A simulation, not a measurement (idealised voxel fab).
Process module, titled voxel self aligned vias
Displayed cross-section: cut, width of 255 nm, square cells sized 5 nm.
Each cross-section below is a grid of square cells, stated as bands in top-down order, with one or more rows of cells making up each band.
Basically the band line says how high the top is and how high the bottom is, in nm, and then what's in it from left to right, every material with its width in nm. Empty space shows up as "air", and if a single material carries "full width" it runs the full band edge to edge.
The reference from which all heights are counted is 0, the level beneath which the as-received wafer is entirely one material; the lowest band, having no lower bound, proceeds downward and is written after the example "0 nm and below".
The two numbers in a width such as "30..40" mark its ends across the band: the first belongs to the top row of cells, the second to the bottom row, and from each row to the next the width moves by the same amount.
The cross-section has no changed cell in any step marked "nothing was modified".
"Closed cavities" lists enclosed empty spaces (at least 8 cells, no open path upward to the top), each as width x height at distance from the left edge, in nm.
Anything after a step's settings on that line? It's the simulator's own note about the step.
Steps that use a mask can have "overlay nm" on their line. It says how far the mask sat to the right of where it was meant to be. Negative means to the left.

# The steps planned for the process are as follows
1) RECEIVE,material Si
2) CONFORMAL_DEP,material SiO2,thk nm 10
3) CONFORMAL_DEP,material SiCN,thk nm 5
4) DIRECTIONAL_DEP,material SiO2,thk nm 25
5) DIRECTIONAL_DEP,material aC,thk nm 15
6) PATTERN,tone open,mask id LINES,material resist,width nm 25,pitch nm 75,thk nm 30,overlay nm 0
7) DIRECTIONAL_ETCH,etch materials aC,depth nm 15
8) STRIP,etch materials resist
9) DIRECTIONAL_ETCH,etch materials SiO2,depth nm 25
10) STRIP,etch materials aC
11) CONFORMAL_DEP,material TiN,thk nm 5
12) FILL_DEP,material Ru,thk nm 5
13) CMP,height nm 40
14) SELECTIVE_ETCH,etch materials W Ru TiN,depth nm 10
15) FILL_DEP,material SiN,thk nm 5
16) CMP,height nm 40
17) DIRECTIONAL_DEP,material SiO2,thk nm 15
18) PATTERN,tone open,mask id VIAS,material resist,width nm 45,pitch nm 150,thk nm 15,overlay nm 0
19) DIRECTIONAL_ETCH,etch materials SiO2,depth nm 15
20) DIRECTIONAL_ETCH,etch materials SiN,depth nm 10
21) STRIP,etch materials resist
22) CONFORMAL_DEP,material TiN,thk nm 5
23) FILL_DEP,material Cu,thk nm 10
24) CMP,height nm 55
25) CONFORMAL_DEP,material SiN,thk nm 5

# Cross-section of the wafer as it came to us, i.e., already through step 1
    0 nm and below | Si full width
    Closed cavities: none

# The following cross-section depicts the wafer upon conclusion of the module. Processing commenced from the starting condition illustrated above and adhered to the plan illustrated above, save for one mistake in execution
    60 nm to 55 nm | SiN full width
    55 nm to 45 nm | SiO2: 25 | TiN: 5 | Cu: 45 | TiN: 5 | SiO2: 95 | TiN: 5 | Cu: 45 | TiN: 5 | SiO2: 25
    45 nm to 40 nm | SiO2: 25 | TiN: 20 | Cu: 15 | TiN: 20 | SiO2: 95 | TiN: 20 | Cu: 15 | TiN: 20 | SiO2: 25
    40 nm to 35 nm | SiO2: 40 | TiN: 5 | Cu: 15 | TiN: 5 | SiO2: 50 | SiN: 25 | SiO2: 50 | TiN: 5 | Cu: 15 | TiN: 5 | SiO2: 40
    35 nm to 30 nm | SiO2: 40 | TiN: 25 | SiO2: 50 | SiN: 25 | SiO2: 50 | TiN: 25 | SiO2: 40
    30 nm to 20 nm | SiO2: 40 | TiN: 5 | Ru: 15 | TiN: 5 | SiO2: 50 | TiN: 5 | Ru: 15 | TiN: 5 | SiO2: 50 | TiN: 5 | Ru: 15 | TiN: 5 | SiO2: 40
    20 nm to 15 nm | SiO2: 40 | TiN: 25 | SiO2: 50 | TiN: 25 | SiO2: 50 | TiN: 25 | SiO2: 40
    15 nm to 10 nm | SiCN full width
    10 nm to 0 nm | SiO2 full width
    0 nm and below | Si full width
    Closed cavities: none
What was done differently from what was planned? step 18, actual vs plan mismatch, actual run PATTERN,tone open,mask id VIAS,material resist,width nm 55,pitch nm 150,thk nm 15,overlay nm 0
